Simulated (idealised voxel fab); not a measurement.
Proc. module: voxel released beams
Each square cell in cross-section cut measures 5 nm, and the section as a whole is 245 nm wide.
Heads up, the way a cross-section reads in here is a grid of square cells, handed over as bands from the top down, with every band being one or more rows of cells. It is stipulated that each band's entry specify, in nanometres, the height of the top of the band and then that of its bottom, followed by the materials of the band in left-to-right sequence, each together with its width in nanometres. A single material marked by the word "all across" is understood to fill the band from edge to edge; the word "empty" is understood to denote empty space. All heights in this document are referenced to 0, defined as the level beneath which the wafer, as received, consists entirely of one material. The lowest band is not bounded below; it extends indefinitely downward and is written in the form "0 nm and below". Width: "30->40" (first number = top row, second number = bottom row, same change from row to row of cells). Where a step carries "remains unaltered", the cross-section came out of it unchanged, cell for cell. The entry "Enclosed cavity list" lists the empty spaces that cover at least 8 cells and have no open path to the top. Each is written as width x height at distance, where the distance is measured from the left edge and all three values are in nm. Read whatever lies past the settings on a step's line as the simulator's own remark about the step. overlay nm: right-of-plan distance of the mask on a masked step; negative values mean left-of-plan.
[The steps planned for the process are as follows]
1,RECEIVE,material Si
2,CONFORMAL_DEP,material Al2O3,thk nm 10
3,DIRECTIONAL_DEP,material SiO2,thk nm 10
4,DIRECTIONAL_DEP,material aC,thk nm 10
5,PATTERN,tone open,mask id ANCHOR,material resist,width nm 35,thk nm 25,overlay nm 0
6,DIRECTIONAL_ETCH,etch materials aC,depth nm 10
7,STRIP,etch materials resist
8,DIRECTIONAL_ETCH,etch materials SiO2,depth nm 10
9,STRIP,etch materials aC
10,CONFORMAL_DEP,material W,thk nm 15
11,DIRECTIONAL_DEP,material aC,thk nm 15
12,PATTERN,tone cover,mask id BEAM,material resist,width nm 95,thk nm 30,overlay nm 0
13,DIRECTIONAL_ETCH,etch materials aC,depth nm 15
14,STRIP,etch materials resist
15,DIRECTIONAL_ETCH,etch materials W,depth nm 15
16,STRIP,etch materials aC
17,STRIP,etch materials SiO2
For clarity, it should be stated that the wafers under discussion commence in an identical condition and differ with respect to the width nm of step 12, the plan indicating the value that the first wafer had.
[Step 1 complete: as-received cross-section of the first of several wafers]
  0 nm and below  Si all across
  Enclosed cavity list: none
[Per-wafer rows below. For each material: cells gained (+) or lost (-) since the wafer was received, as of end of module. Then: closed voids]
width nm 95, +98 Al2O3, +69 W, Enclosed cavity list: none
width nm 100, +98 Al2O3, +72 W, Enclosed cavity list: none
width nm 105, +98 Al2O3, +75 W, Enclosed cavity list: none
width nm 110, +98 Al2O3, +78 W, Enclosed cavity list: none
width nm 115, +98 Al2O3, +81 W, Enclosed cavity list: none
width nm 120, +98 Al2O3, +84 W, Enclosed cavity list: none
